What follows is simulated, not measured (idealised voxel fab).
process module | voxel self aligned vias
cross-section cut | 235 nm wide | cells 5 nm
A cross-section is a grid of square cells, given in bands from the top down. A band is one or more rows of cells.
Each band's line starts with the height of the band's top and of its bottom, in nm. Then come its materials from left to right, each with its width in nm. One material with "throughout" fills the band from edge to edge. "air" is empty space.
Height 0 is the level under which the wafer as received is all one material. The lowest band goes on downwards, as in "0 down".
A width such as "30 to 40" changes by the same amount from each row of cells to the next, from the band's top row to its bottom row.
"no change" after a step means that no cell of the cross-section changed.
closed voids: empty space of 8 cells or more with no open way to the top, each as width x height at its distance from the left edge, in nm
after a step's settings: what the simulator itself notes on the step
overlay nm, on a step with a mask: how far to the right of its planned place the mask lay; to the left if negative
plan
1 op RECEIVE | material Si
2 op CONFORMAL_DEP | material SiO2 | thk nm 10
3 op CONFORMAL_DEP | material SiCN | thk nm 5
4 op DIRECTIONAL_DEP | material SiO2 | thk nm 30
5 op MASKED_ETCH | tone open | mask id LINES | width nm 25 | pitch nm 70 | etch materials SiO2 | depth nm 30 | overlay nm 0
6 op CONFORMAL_DEP | material TiN | thk nm 5
7 op FILL_DEP | material Ru | thk nm 5
8 op CMP | height nm 45
9 op SELECTIVE_ETCH | etch materials W Ru TiN | depth nm 10
10 op FILL_DEP | material SiN | thk nm 10
11 op CMP | height nm 45
12 op DIRECTIONAL_DEP | material SiO2 | thk nm 15
13 op DIRECTIONAL_DEP | material aC | thk nm 10
14 op PATTERN | tone open | mask id VIAS | material resist | width nm 45 | pitch nm 70 | thk nm 30 | overlay nm 0
15 op DIRECTIONAL_ETCH | etch materials aC | depth nm 10
16 op STRIP | etch materials resist
17 op DIRECTIONAL_ETCH | etch materials SiO2 | depth nm 15
18 op DIRECTIONAL_ETCH | etch materials SiN | depth nm 10
19 op STRIP | etch materials aC
20 op CONFORMAL_DEP | material TiN | thk nm 5
21 op FILL_DEP | material W | thk nm 10
22 op CMP | height nm 60
23 op CONFORMAL_DEP | material SiN | thk nm 5
first wafer, as planned
as received, after step 1
  0 down: Si throughout
  closed voids: none
after step 2
  10 to 0: SiO2 throughout
  below 0: unchanged
after step 3
  15 to 10: SiCN throughout
  below 10: unchanged
after step 4
  45 to 15: SiO2 throughout
  below 15: unchanged
after step 5
  45 to 15: SiO2 70 | air 25 | SiO2 45 | air 25 | SiO2 70
  below 15: unchanged
after step 6
  50 to 45: TiN 75 | air 15 | TiN 55 | air 15 | TiN 75
  45 to 20: SiO2 70 | TiN 5 | air 15 | TiN 5 | SiO2 45 | TiN 5 | air 15 | TiN 5 | SiO2 70
  20 to 15: SiO2 70 | TiN 25 | SiO2 45 | TiN 25 | SiO2 70
  below 15: unchanged
after step 7
  55 to 50: Ru throughout
  50 to 45: TiN 75 | Ru 15 | TiN 55 | Ru 15 | TiN 75
  45 to 20: SiO2 70 | TiN 5 | Ru 15 | TiN 5 | SiO2 45 | TiN 5 | Ru 15 | TiN 5 | SiO2 70
  below 20: unchanged
after step 8
  45 to 20: SiO2 70 | TiN 5 | Ru 15 | TiN 5 | SiO2 45 | TiN 5 | Ru 15 | TiN 5 | SiO2 70
  below 20: unchanged
after step 9
  45 to 35: SiO2 70 | air 25 | SiO2 45 | air 25 | SiO2 70
  below 35: unchanged
after step 10
  55 to 45: SiN throughout
  45 to 35: SiO2 70 | SiN 25 | SiO2 45 | SiN 25 | SiO2 70
  below 35: unchanged
after step 11
  45 to 35: SiO2 70 | SiN 25 | SiO2 45 | SiN 25 | SiO2 70
  below 35: unchanged
after step 12
  60 to 45: SiO2 throughout
  below 45: unchanged
after step 13
  70 to 60: aC throughout
  below 60: unchanged
after step 14
  100 to 70: resist 60 | air 45 | resist 25 | air 45 | resist 60
  below 70: unchanged
after step 15
  90 to 70: resist 60 | air 45 | resist 25 | air 45 | resist 60
  70 to 60: aC 60 | air 45 | aC 25 | air 45 | aC 60
  below 60: unchanged
after step 16
  70 to 60: aC 60 | air 45 | aC 25 | air 45 | aC 60
  below 60: unchanged
after step 17
  70 to 60: aC 60 | air 45 | aC 25 | air 45 | aC 60
  60 to 45: SiO2 60 | air 45 | SiO2 25 | air 45 | SiO2 60
  below 45: unchanged
after step 18
  70 to 60: aC 60 | air 45 | aC 25 | air 45 | aC 60
  60 to 45: SiO2 60 | air 45 | SiO2 25 | air 45 | SiO2 60
  45 to 35: SiO2 70 | air 25 | SiO2 45 | air 25 | SiO2 70
  below 35: unchanged
after step 19
  60 to 45: SiO2 60 | air 45 | SiO2 25 | air 45 | SiO2 60
  below 45: unchanged
after step 20
  65 to 60: TiN 65 | air 35 | TiN 35 | air 35 | TiN 65
  60 to 50: SiO2 60 | TiN 5 | air 35 | TiN 5 | SiO2 25 | TiN 5 | air 35 | TiN 5 | SiO2 60
  50 to 40: SiO2 60 to 70 | TiN 15 to 5 | air 15 | TiN 15 to 5 | SiO2 25 to 45 | TiN 15 to 5 | air 15 | TiN 15 to 5 | SiO2 60 to 70
  40 to 35: SiO2 70 | TiN 25 | SiO2 45 | TiN 25 | SiO2 70
  below 35: unchanged
after step 21
  75 to 65: W throughout
  65 to 60: TiN 65 | W 35 | TiN 35 | W 35 | TiN 65
  60 to 50: SiO2 60 | TiN 5 | W 35 | TiN 5 | SiO2 25 | TiN 5 | W 35 | TiN 5 | SiO2 60
  50 to 40: SiO2 60 to 70 | TiN 15 to 5 | W 15 | TiN 15 to 5 | SiO2 25 to 45 | TiN 15 to 5 | W 15 | TiN 15 to 5 | SiO2 60 to 70
  below 40: unchanged
after step 22
  60 to 50: SiO2 60 | TiN 5 | W 35 | TiN 5 | SiO2 25 | TiN 5 | W 35 | TiN 5 | SiO2 60
  below 50: unchanged
after step 23
  65 to 60: SiN throughout
  below 60: unchanged
second wafer: like start, like plan, one mistake. Through step 11 it matches the first wafer
when step 12 should have ended
  60 to 45: W throughout
  below 45: unchanged
when step 13 should have ended
  70 to 60: aC throughout
  below 60: unchanged
when step 14 should have ended
  100 to 70: resist 60 | air 45 | resist 25 | air 45 | resist 60
  below 70: unchanged
when step 15 should have ended
  90 to 70: resist 60 | air 45 | resist 25 | air 45 | resist 60
  70 to 60: aC 60 | air 45 | aC 25 | air 45 | aC 60
  below 60: unchanged
when step 16 should have ended
  70 to 60: aC 60 | air 45 | aC 25 | air 45 | aC 60
  below 60: unchanged
when step 17 should have ended: no change
when step 18 should have ended: no change
when step 19 should have ended
  60 to 45: W throughout
  below 45: unchanged
when step 20 should have ended
  65 to 60: TiN throughout
  below 60: unchanged
when step 21 should have ended
  75 to 65: W throughout
  below 65: unchanged
when step 22 should have ended
  60 to 45: W throughout
  below 45: unchanged
when step 23 should have ended
  65 to 60: SiN throughout
  below 60: unchanged
what went wrong: step 12 ran as: op DIRECTIONAL_DEP | material W | thk nm 15
at the end the second wafer has, in cells: 20 more of SiN | 87 fewer of SiO2 | 34 fewer of TiN | 101 more of W
